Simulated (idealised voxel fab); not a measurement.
The document below concerns the process module designated voxel capacitor over wiring.
Xsec cut, 270 nm wide, square cell size 5 nm.
Cross-section spec: square-cell grid; bands listed top down; each band is one or more rows.
The band entry comprises the height of the band's top followed by the height of its bottom, expressed in nm, and subsequently the band's materials from left to right, each stated together with its width in nm. Where a single material is marked with the word "everywhere", that material fills the band from edge to edge. The word "empty" represents empty space.
Heights are measured from 0, the level below which the as-received wafer is all one material; the lowest band has no bottom and continues downward, written as in "0 nm and below".
Per-row width for "30 to 40": begins at first number (top row of band), ends at second number (bottom row), increment between rows held constant.
Step note "no alteration" = no cross-section cell changed.
The entry "Catalogued sealed voids" lists the empty spaces that cover at least 8 cells and have no open path to the top. Each is written as width x height at distance, where the distance is measured from the left edge and all three values are in nm.
Step line, after settings: the simulator's comment on this step.
Among the settings permitted on a step's line is "overlay nm"; applied to a step with a mask, it specifies the extent to which the mask lay to the right of its planned position, whereas a negative figure signifies a position to the left.
This section lists the process steps that were planned:
step 1: RECEIVE: material Si
step 2: CONFORMAL_DEP: material SiO2, thk nm 10
step 3: CONFORMAL_DEP: material SiN, thk nm 5
step 4: DIRECTIONAL_DEP: material SiO2, thk nm 20
step 5: DIRECTIONAL_DEP: material aC, thk nm 10
step 6: PATTERN: tone open, mask id METAL_1, material resist, width nm 25, pitch nm 90, thk nm 25, overlay nm 0
step 7: DIRECTIONAL_ETCH: etch materials aC, depth nm 10
step 8: STRIP: etch materials resist
step 9: DIRECTIONAL_ETCH: etch materials SiO2, depth nm 20
step 10: DIRECTIONAL_ETCH: etch materials SiN, depth nm 5
step 11: STRIP: etch materials aC
step 12: CONFORMAL_DEP: material TiN, thk nm 5
step 13: FILL_DEP: material W, thk nm 10
step 14: CMP: height nm 35
step 15: CONFORMAL_DEP: material SiCN, thk nm 5
step 16: DIRECTIONAL_DEP: material lowk, thk nm 15
step 17: PATTERN: tone open, mask id PLUG_1, material resist, width nm 15, thk nm 15, overlay nm 0
step 18: DIRECTIONAL_ETCH: etch materials lowk, depth nm 15
step 19: DIRECTIONAL_ETCH: etch materials SiCN, depth nm 5
step 20: STRIP: etch materials resist
step 21: EPI: material Ru, thk nm 10
step 22: EPI: material Ru, thk nm 10
step 23: DIRECTIONAL_DEP: material TiN, thk nm 10
step 24: DIRECTIONAL_DEP: material HfO2, thk nm 5
step 25: DIRECTIONAL_DEP: material TiN, thk nm 5
step 26: PATTERN: tone cover, mask id UPPER_PLATE, material resist, width nm 70, thk nm 15, overlay nm 0
step 27: DIRECTIONAL_ETCH: etch materials TiN, depth nm 5
step 28: DIRECTIONAL_ETCH: etch materials HfO2, depth nm 5
step 29: STRIP: etch materials resist
step 30: MASKED_ETCH: tone cover, mask id LOWER_PLATE, width nm 80, etch materials TiN, depth nm 10, overlay nm 0
step 31: FILL_DEP: material SiO2, thk nm 20
step 32: CMP: height nm 90
step 33: MASKED_ETCH: tone open, mask id PLUG_2, width nm 15, etch materials SiO2, depth nm 15, overlay nm 0
step 34: CONFORMAL_DEP: material TiN, thk nm 5
step 35: FILL_DEP: material W, thk nm 5
step 36: CMP: height nm 90
step 37: CONFORMAL_DEP: material SiN, thk nm 5
Wafer, first of two, run as planned:
Wafer as received: cross-section following step 1:
  0 nm and below | Si everywhere
  Catalogued sealed voids: none
Wafer section view after processing step 2:
  10 nm to 0 nm | SiO2 everywhere
  Note: structure below 0 unchanged.
Wafer section view after processing step 3:
  15 nm to 10 nm | SiN everywhere
  Note: structure below 10 unchanged.
Wafer section view after processing step 4:
  35 nm to 15 nm | SiO2 everywhere
  Note: structure below 15 unchanged.
Wafer section view after processing step 5:
  45 nm to 35 nm | aC everywhere
  Note: structure below 35 unchanged.
Wafer section view after processing step 6:
  70 nm to 45 nm | resist: 75 / empty: 25 / resist: 65 / empty: 25 / resist: 80
  Note: structure below 45 unchanged.
Wafer section view after processing step 7:
  60 nm to 45 nm | resist: 75 / empty: 25 / resist: 65 / empty: 25 / resist: 80
  45 nm to 35 nm | aC: 75 / empty: 25 / aC: 65 / empty: 25 / aC: 80
  Note: structure below 35 unchanged.
Wafer section view after processing step 8:
  45 nm to 35 nm | aC: 75 / empty: 25 / aC: 65 / empty: 25 / aC: 80
  Note: structure below 35 unchanged.
Wafer section view after processing step 9:
  45 nm to 35 nm | aC: 75 / empty: 25 / aC: 65 / empty: 25 / aC: 80
  35 nm to 15 nm | SiO2: 75 / empty: 25 / SiO2: 65 / empty: 25 / SiO2: 80
  Note: structure below 15 unchanged.
Wafer section view after processing step 10:
  45 nm to 35 nm | aC: 75 / empty: 25 / aC: 65 / empty: 25 / aC: 80
  35 nm to 15 nm | SiO2: 75 / empty: 25 / SiO2: 65 / empty: 25 / SiO2: 80
  15 nm to 10 nm | SiN: 75 / empty: 25 / SiN: 65 / empty: 25 / SiN: 80
  Note: structure below 10 unchanged.
Wafer section view after processing step 11:
  35 nm to 15 nm | SiO2: 75 / empty: 25 / SiO2: 65 / empty: 25 / SiO2: 80
  Note: structure below 15 unchanged.
Wafer section view after processing step 12:
  40 nm to 35 nm | TiN: 80 / empty: 15 / TiN: 75 / empty: 15 / TiN: 85
  35 nm to 15 nm | SiO2: 75 / TiN: 5 / empty: 15 / TiN: 5 / SiO2: 65 / TiN: 5 / empty: 15 / TiN: 5 / SiO2: 80
  15 nm to 10 nm | SiN: 75 / TiN: 25 / SiN: 65 / TiN: 25 / SiN: 80
  Note: structure below 10 unchanged.
Wafer section view after processing step 13:
  50 nm to 40 nm | W everywhere
  40 nm to 35 nm | TiN: 80 / W: 15 / TiN: 75 / W: 15 / TiN: 85
  35 nm to 15 nm | SiO2: 75 / TiN: 5 / W: 15 / TiN: 5 / SiO2: 65 / TiN: 5 / W: 15 / TiN: 5 / SiO2: 80
  Note: structure below 15 unchanged.
Wafer section view after processing step 14:
  35 nm to 15 nm | SiO2: 75 / TiN: 5 / W: 15 / TiN: 5 / SiO2: 65 / TiN: 5 / W: 15 / TiN: 5 / SiO2: 80
  Note: structure below 15 unchanged.
Wafer section view after processing step 15:
  40 nm to 35 nm | SiCN everywhere
  Note: structure below 35 unchanged.
Wafer section view after processing step 16:
  55 nm to 40 nm | lowk everywhere
  Note: structure below 40 unchanged.
Wafer section view after processing step 17:
  70 nm to 55 nm | resist: 85 / empty: 15 / resist: 170
  Note: structure below 55 unchanged.
Wafer section view after processing step 18:
  70 nm to 55 nm | resist: 85 / empty: 15 / resist: 170
  55 nm to 40 nm | lowk: 85 / empty: 15 / lowk: 170
  Note: structure below 40 unchanged.
Wafer section view after processing step 19:
  70 nm to 55 nm | resist: 85 / empty: 15 / resist: 170
  55 nm to 40 nm | lowk: 85 / empty: 15 / lowk: 170
  40 nm to 35 nm | SiCN: 85 / empty: 15 / SiCN: 170
  Note: structure below 35 unchanged.
Wafer section view after processing step 20:
  55 nm to 40 nm | lowk: 85 / empty: 15 / lowk: 170
  Note: structure below 40 unchanged.
Wafer section view after processing step 21:
  55 nm to 45 nm | lowk: 85 / empty: 15 / lowk: 170
  45 nm to 40 nm | lowk: 85 / Ru: 15 / lowk: 170
  40 nm to 35 nm | SiCN: 85 / Ru: 15 / SiCN: 170
  Note: structure below 35 unchanged.
Wafer section view after processing step 22:
  55 nm to 40 nm | lowk: 85 / Ru: 15 / lowk: 170
  Note: structure below 40 unchanged.
Wafer section view after processing step 23:
  65 nm to 55 nm | TiN everywhere
  Note: structure below 55 unchanged.
Wafer section view after processing step 24:
  70 nm to 65 nm | HfO2 everywhere
  Note: structure below 65 unchanged.
Wafer section view after processing step 25:
  75 nm to 70 nm | TiN everywhere
  Note: structure below 70 unchanged.
Wafer section view after processing step 26:
  90 nm to 75 nm | empty: 85 / resist: 70 / empty: 115
  Note: structure below 75 unchanged.
Wafer section view after processing step 27:
  90 nm to 75 nm | empty: 85 / resist: 70 / empty: 115
  75 nm to 70 nm | empty: 85 / TiN: 70 / empty: 115
  Note: structure below 70 unchanged.
Wafer section view after processing step 28:
  90 nm to 75 nm | empty: 85 / resist: 70 / empty: 115
  75 nm to 70 nm | empty: 85 / TiN: 70 / empty: 115
  70 nm to 65 nm | empty: 85 / HfO2: 70 / empty: 115
  Note: structure below 65 unchanged.
Wafer section view after processing step 29:
  75 nm to 70 nm | empty: 85 / TiN: 70 / empty: 115
  Note: structure below 70 unchanged.
Wafer section view after processing step 30:
  75 nm to 70 nm | empty: 85 / TiN: 70 / empty: 115
  70 nm to 65 nm | empty: 85 / HfO2: 70 / empty: 115
  65 nm to 55 nm | empty: 80 / TiN: 80 / empty: 110
  Note: structure below 55 unchanged.
Wafer section view after processing step 31:
  95 nm to 75 nm | SiO2 everywhere
  75 nm to 70 nm | SiO2: 85 / TiN: 70 / SiO2: 115
  70 nm to 65 nm | SiO2: 85 / HfO2: 70 / SiO2: 115
  65 nm to 55 nm | SiO2: 80 / TiN: 80 / SiO2: 110
  Note: structure below 55 unchanged.
Wafer section view after processing step 32:
  90 nm to 75 nm | SiO2 everywhere
  Note: structure below 75 unchanged.
Wafer section view after processing step 33:
  90 nm to 75 nm | SiO2: 95 / empty: 15 / SiO2: 160
  Note: structure below 75 unchanged.
Wafer section view after processing step 34:
  95 nm to 90 nm | TiN: 100 / empty: 5 / TiN: 165
  90 nm to 80 nm | SiO2: 95 / TiN: 5 / empty: 5 / TiN: 5 / SiO2: 160
  80 nm to 70 nm | SiO2: 95 to 85 / TiN: 15 to 70 / SiO2: 160 to 115
  Note: structure below 70 unchanged.
Wafer section view after processing step 35:
  100 nm to 95 nm | W everywhere
  95 nm to 90 nm | TiN: 100 / W: 5 / TiN: 165
  90 nm to 80 nm | SiO2: 95 / TiN: 5 / W: 5 / TiN: 5 / SiO2: 160
  Note: structure below 80 unchanged.
Wafer section view after processing step 36:
  90 nm to 80 nm | SiO2: 95 / TiN: 5 / W: 5 / TiN: 5 / SiO2: 160
  Note: structure below 80 unchanged.
Wafer section view after processing step 37:
  95 nm to 90 nm | SiN everywhere
  Note: structure below 90 unchanged.
Second wafer: same start and same plan as the first, one execution error; identical to the first through step 23:
Second wafer, cut view, end of step 24 per plan: no alteration
Second wafer, cut view, end of step 25 per plan:
  70 nm to 55 nm | TiN everywhere
  Note: structure below 55 unchanged.
Second wafer, cut view, end of step 26 per plan:
  85 nm to 70 nm | empty: 85 / resist: 70 / empty: 115
  Note: structure below 70 unchanged.
Second wafer, cut view, end of step 27 per plan:
  85 nm to 70 nm | empty: 85 / resist: 70 / empty: 115
  70 nm to 65 nm | empty: 85 / TiN: 70 / empty: 115
  Note: structure below 65 unchanged.
Second wafer, cut view, end of step 28 per plan: no alteration
Second wafer, cut view, end of step 29 per plan:
  70 nm to 65 nm | empty: 85 / TiN: 70 / empty: 115
  Note: structure below 65 unchanged.
Second wafer, cut view, end of step 30 per plan:
  70 nm to 65 nm | empty: 85 / TiN: 70 / empty: 115
  65 nm to 55 nm | empty: 80 / TiN: 80 / empty: 110
  Note: structure below 55 unchanged.
Second wafer, cut view, end of step 31 per plan:
  90 nm to 70 nm | SiO2 everywhere
  70 nm to 65 nm | SiO2: 85 / TiN: 70 / SiO2: 115
  65 nm to 55 nm | SiO2: 80 / TiN: 80 / SiO2: 110
  Note: structure below 55 unchanged.
Second wafer, cut view, end of step 32 per plan: no alteration
Second wafer, cut view, end of step 33 per plan:
  90 nm to 75 nm | SiO2: 95 / empty: 15 / SiO2: 160
  Note: structure below 75 unchanged.
Second wafer, cut view, end of step 34 per plan:
  95 nm to 90 nm | TiN: 100 / empty: 5 / TiN: 165
  90 nm to 80 nm | SiO2: 95 / TiN: 5 / empty: 5 / TiN: 5 / SiO2: 160
  80 nm to 75 nm | SiO2: 95 / TiN: 15 / SiO2: 160
  Note: structure below 75 unchanged.
Second wafer, cut view, end of step 35 per plan:
  100 nm to 95 nm | W everywhere
  95 nm to 90 nm | TiN: 100 / W: 5 / TiN: 165
  90 nm to 80 nm | SiO2: 95 / TiN: 5 / W: 5 / TiN: 5 / SiO2: 160
  Note: structure below 80 unchanged.
Second wafer, cut view, end of step 36 per plan:
  90 nm to 80 nm | SiO2: 95 / TiN: 5 / W: 5 / TiN: 5 / SiO2: 160
  Note: structure below 80 unchanged.
Second wafer, cut view, end of step 37 per plan:
  95 nm to 90 nm | SiN everywhere
  Note: structure below 90 unchanged.
Nonconformance to the process plan: the plan's step 24 went unexecuted, having been skipped
The second wafer ends with more or fewer cells of some materials than the first, per final count: HfO2: 14 fewer, SiO2: 14 more
